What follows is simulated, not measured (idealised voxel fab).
Title: Process Module voxel air gaps
FYI the section here is cut, 290 nm wide, cells are 5 nm squares.
Bands, listed from the top down, are how a cross-section gets written in this document; the cross-section itself is a grid of square cells, and a band is one or more rows of them. The band entry comprises the height of the band's top followed by the height of its bottom, expressed in nm, and subsequently the band's materials from left to right, each stated together with its width in nm. Where a single material is marked with the word "everywhere", that material fills the band from edge to edge. The word "air" represents empty space. Convention: height 0 is the level below which the wafer, as received, is all one material. The lowest band does not terminate at the bottom but continues downward, represented as "0 down". A width given as "30 to 40" starts at the first number in the band's top row and ends at the second number in its bottom row, shifting by an equal amount at every step from row to row. The designation "no change occurred", where it is given for a processing step, indicates that no cell of the cross-section was altered in the course of that step. "Enclosed void list" specifies each empty space that is not open to the top and that occupies no fewer than 8 cells, using the form width x height at distance, the distance measured from the left edge and all three quantities in nm. Text after the settings on a step's line: the simulator's own remark on that step. What "overlay nm" on a step's line means: if the step has a mask, that mask lay this far to the right of its planned place, or, when the value is negative, to the left.
-- The following list gives the planned process steps
1: op RECEIVE | material Si
2: op CONFORMAL_DEP | material SiO2 | thk nm 15
3: op CONFORMAL_DEP | material SiN | thk nm 5
4: op DIRECTIONAL_DEP | material SiO2 | thk nm 30
5: op DIRECTIONAL_DEP | material aC | thk nm 10
6: op PATTERN | tone open | mask id LINES | material resist | width nm 15 | pitch nm 45 | thk nm 30 | overlay nm 0
7: op DIRECTIONAL_ETCH | etch materials aC | depth nm 10
8: op STRIP | etch materials resist
9: op DIRECTIONAL_ETCH | etch materials SiO2 | depth nm 30
10: op STRIP | etch materials aC
11: op CONFORMAL_DEP | material TiN | thk nm 5
12: op FILL_DEP | material Ru | thk nm 10
13: op CMP | height nm 50
14: op EPI | material Ru | thk nm 10
15: op SELECTIVE_ETCH | etch materials SiO2 | depth nm 40
16: op CONFORMAL_DEP | material SiN | thk nm 5
-- This is the cross-section of the wafer as we received it, i.e. after step 1
	0 down  Si everywhere
	Enclosed void list: none
-- Cross-sectional result after module completion. Note: starting condition and plan are unchanged from above; one processing mistake was made
	65 to 60  45 air, 180 SiN, 65 air
	60 to 50  45 air, 5 SiN, 35 Ru, 10 SiN, 35 Ru, 10 SiN, 35 Ru, 10 SiN, 35 Ru, 5 SiN, 65 air
	50 to 45  45 air, 15 SiN, 5 TiN, 5 Ru, 5 TiN, 30 SiN, 5 TiN, 5 Ru, 5 TiN, 30 SiN, 5 TiN, 5 Ru, 5 TiN, 30 SiN, 5 TiN, 5 Ru, 5 TiN, 15 SiN, 65 air
	45 to 25  55 air, 5 SiN, 5 TiN, 5 Ru, 5 TiN, 5 SiN, 20 air, 5 SiN, 5 TiN, 5 Ru, 5 TiN, 5 SiN, 20 air, 5 SiN, 5 TiN, 5 Ru, 5 TiN, 5 SiN, 20 air, 5 SiN, 5 TiN, 5 Ru, 5 TiN, 5 SiN, 75 air
	25 to 20  60 SiN, 15 TiN, 30 SiN, 15 TiN, 30 SiN, 15 TiN, 30 SiN, 15 TiN, 80 SiN
	20 to 15  SiN everywhere
	15 to 0  SiO2 everywhere
	0 down  Si everywhere
	Enclosed void list: 20 x 20 at 80; 20 x 20 at 125; 20 x 20 at 170
The mistake made against the process plan was this: step 6 deviated from plan and actually ran as op PATTERN | tone open | mask id LINES | material resist | width nm 15 | pitch nm 45 | thk nm 30 | overlay nm -10
